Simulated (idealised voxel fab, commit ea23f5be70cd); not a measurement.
Presented below is a process module, voxel tone inversion.
Xsec cut, 210 nm wide, square cell size 5 nm.
This document writes a cross-section as a grid whose cells are square, and gives it as bands, listed from the top down; one or more rows of cells form a band. This entry defines a band. It first specifies the height of the band's top and the height of its bottom in nm, and then specifies the band's materials from left to right, stating each material with its width in nm. The word "everywhere" identifies a single material that fills the band from edge to edge, while the word "air" identifies empty space. Measure heights from 0. That's the level where, below it, the as-received wafer is all one material. The lowest band is bottomless and extends downward; write it as in "0 nm and below". The expression "30..40" gives the width at the extremes of the band, the first number at its top row of cells and the second at its bottom row, with the width changing by equal amounts from each row to the next in between. Step marked "no modification"? Then no cell in the cross-section changed in it. This entry, "Sealed cavities", enumerates those empty regions of no fewer than 8 cells that possess no open connection to the top. Each region is reported in the form width x height at distance, the distance being taken from the left edge, with all three quantities expressed in nm. What comes after the settings on a step's line is commentary from the simulator itself on that step. When a step includes a mask, the "overlay nm" setting on its line states how far to the right of its planned place that mask lay, and negative values state how far to the left.
-- Process steps - plan
1,RECEIVE: material Si
2,CONFORMAL_DEP: material SiCN, thk nm 5
3,DIRECTIONAL_DEP: material polySi, thk nm 25
4,PATTERN: tone cover, mask id POSTS, material resist, width nm 20, pitch nm 35, thk nm 35, overlay nm 0
5,DIRECTIONAL_ETCH: etch materials polySi, depth nm 25
6,STRIP: etch materials resist
7,FILL_DEP: material lowk, thk nm 5
8,CMP: height nm 30
9,STRIP: etch materials polySi
-- What follows covers the first of two wafers; it ran as planned
-- Wafer as received: cross-section following step 1
> 0 nm and below = Si everywhere
> Sealed cavities: none
-- Take a look at the wafer's cross-section after step 2
> 5 nm to 0 nm = SiCN everywhere
> Under 0: no change, same as before.
-- Take a look at the wafer's cross-section after step 3
> 30 nm to 5 nm = polySi everywhere
> Under 5: no change, same as before.
-- Take a look at the wafer's cross-section after step 4
> 65 nm to 30 nm = air 75 nm  resist 20 nm  air 15 nm  resist 20 nm  air 80 nm
> Under 30: no change, same as before.
-- Take a look at the wafer's cross-section after step 5
> 65 nm to 30 nm = air 75 nm  resist 20 nm  air 15 nm  resist 20 nm  air 80 nm
> 30 nm to 5 nm = air 75 nm  polySi 20 nm  air 15 nm  polySi 20 nm  air 80 nm
> Under 5: no change, same as before.
-- Take a look at the wafer's cross-section after step 6
> 30 nm to 5 nm = air 75 nm  polySi 20 nm  air 15 nm  polySi 20 nm  air 80 nm
> Under 5: no change, same as before.
-- Take a look at the wafer's cross-section after step 7
> 35 nm to 30 nm = lowk everywhere
> 30 nm to 5 nm = lowk 75 nm  polySi 20 nm  lowk 15 nm  polySi 20 nm  lowk 80 nm
> Under 5: no change, same as before.
-- Take a look at the wafer's cross-section after step 8
> 30 nm to 5 nm = lowk 75 nm  polySi 20 nm  lowk 15 nm  polySi 20 nm  lowk 80 nm
> Under 5: no change, same as before.
-- Take a look at the wafer's cross-section after step 9
> 30 nm to 5 nm = lowk 75 nm  air 20 nm  lowk 15 nm  air 20 nm  lowk 80 nm
> Under 5: no change, same as before.
-- The remaining wafer, second of the two, started like the first and was run to the same plan, except that one mistake was made along the way; the two coincide through step 2, inclusive
-- Cross-section of the second wafer at the time by which step 3 should have been completed according to the plan
> 30 nm to 0 nm = SiCN everywhere
> Under 0: no change, same as before.
-- Cross-section of the second wafer at the time by which step 4 should have been completed according to the plan
> 65 nm to 30 nm = air 75 nm  resist 20 nm  air 15 nm  resist 20 nm  air 80 nm
> Under 30: no change, same as before.
Cross-section of the second wafer at the time by which step 5 should have been completed according to the plan: no modification
-- Cross-section of the second wafer at the time by which step 6 should have been completed according to the plan
> 30 nm to 0 nm = SiCN everywhere
> Under 0: no change, same as before.
-- Cross-section of the second wafer at the time by which step 7 should have been completed according to the plan
> 35 nm to 30 nm = lowk everywhere
> Under 30: no change, same as before.
-- Cross-section of the second wafer at the time by which step 8 should have been completed according to the plan
> 30 nm to 0 nm = SiCN everywhere
> Under 0: no change, same as before.
Cross-section of the second wafer at the time by which step 9 should have been completed according to the plan: no modification
What went wrong in running the wafer? off-plan run, step 3, actual operation and settings DIRECTIONAL_DEP: material SiCN, thk nm 25
The second wafer ends with more or fewer cells of some materials than the first, per final count: +210 SiCN | -170 lowk
